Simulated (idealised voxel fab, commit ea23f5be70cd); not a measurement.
Process module in this document: voxel gate over fins
Square cell edge 5 nm, section width 250 nm, ID cut.
This document writes a cross-section as a grid whose cells are square, and gives it as bands, listed from the top down; one or more rows of cells form a band. This entry defines a band. It first specifies the height of the band's top and the height of its bottom in nm, and then specifies the band's materials from left to right, stating each material with its width in nm. The word "throughout" identifies a single material that fills the band from edge to edge, while the word "empty" identifies empty space. All heights in this document are referenced to 0, defined as the level beneath which the wafer, as received, consists entirely of one material. The lowest band is not bounded below; it extends indefinitely downward and is written in the form "0 nm and below". When a width is written as two numbers, as in "30 to 40", the first number is the width in the top row of cells of the band and the second is the width in its bottom row, and the width changes by the same amount from each row to the next. Key: "no modification" - step with no changed cell in the cross-section. In the "Enclosed void catalog" entry, you get each enclosed empty space of 8 cells or more, one with no open way to the top, written width x height at distance, distance from the left edge, in nm. What comes after the settings on a step's line is commentary from the simulator itself on that step. overlay nm: right-of-plan distance of the mask on a masked step; negative values mean left-of-plan.

[Below is the list of planned process steps]
- 1: RECEIVE, material Si
- 2: CONFORMAL_DEP, material SiN, thk nm 5
- 3: MASKED_ETCH, tone cover, mask id FINS, width nm 15, pitch nm 35, etch materials SiN, depth nm 5, overlay nm 0
- 4: MASKED_ETCH, tone cover, mask id FINS, width nm 15, pitch nm 35, etch materials Si, depth nm 40, overlay nm 0
- 5: FILL_DEP, material SiO2, thk nm 15
- 6: CMP, height nm 5
- 7: SELECTIVE_ETCH, etch materials SiO2, depth nm 15
- 8: STRIP, etch materials SiN
- 9: CONFORMAL_DEP, material HfO2, thk nm 5
- 10: CONFORMAL_DEP, material TiN, thk nm 5
- 11: FILL_DEP, material W, thk nm 10
- 12: CMP, height nm 15
- 13: CONFORMAL_DEP, material SiN, thk nm 5

[This is the cross-section of the wafer as we received it, i.e. after step 1]
  0 nm and below: Si throughout
  Enclosed void catalog: none

[Module complete - cross-section of the first of two wafers, run according to plan]
  20 nm to 15 nm: SiN throughout
  15 nm to 10 nm: W throughout
  10 nm to 5 nm: W 90; TiN 70; W 90
  5 nm to 0 nm: W 90; TiN 5; HfO2 25; TiN 10; HfO2 25; TiN 5; W 90
  0 nm to -5 nm: TiN 95; HfO2 5; Si 15; HfO2 5; TiN 10; HfO2 5; Si 15; HfO2 5; TiN 95
  -5 nm to -10 nm: HfO2 100; Si 15; HfO2 20; Si 15; HfO2 100
  -10 nm to -40 nm: SiO2 100; Si 15; SiO2 20; Si 15; SiO2 100
  -40 nm and below: Si throughout
  Enclosed void catalog: none

[So this is wafer number two of the two, cut at the end of the module - it started where the first did and had the same plan, we just got one thing wrong running it]
  20 nm to 15 nm: SiN throughout
  15 nm to 10 nm: W throughout
  10 nm to 5 nm: W 90; TiN 70; W 90
  5 nm to 0 nm: W 90; TiN 5; HfO2 25; TiN 10; HfO2 25; TiN 5; W 90
  0 nm to -15 nm: W 90; TiN 5; HfO2 5; Si 15; HfO2 5; TiN 10; HfO2 5; Si 15; HfO2 5; TiN 5; W 90
  -15 nm to -20 nm: TiN 95; HfO2 5; Si 15; HfO2 5; TiN 10; HfO2 5; Si 15; HfO2 5; TiN 95
  -20 nm to -25 nm: HfO2 100; Si 15; HfO2 20; Si 15; HfO2 100
  -25 nm to -40 nm: SiO2 100; Si 15; SiO2 20; Si 15; SiO2 100
  -40 nm and below: Si throughout
  Enclosed void catalog: none
What was done differently from what was planned? step 7 of the plan was executed twice over
Heads up, by the end the second wafer has more or fewer cells of some materials compared to the first: HfO2 +12, SiO2 -132, TiN +12, W +108
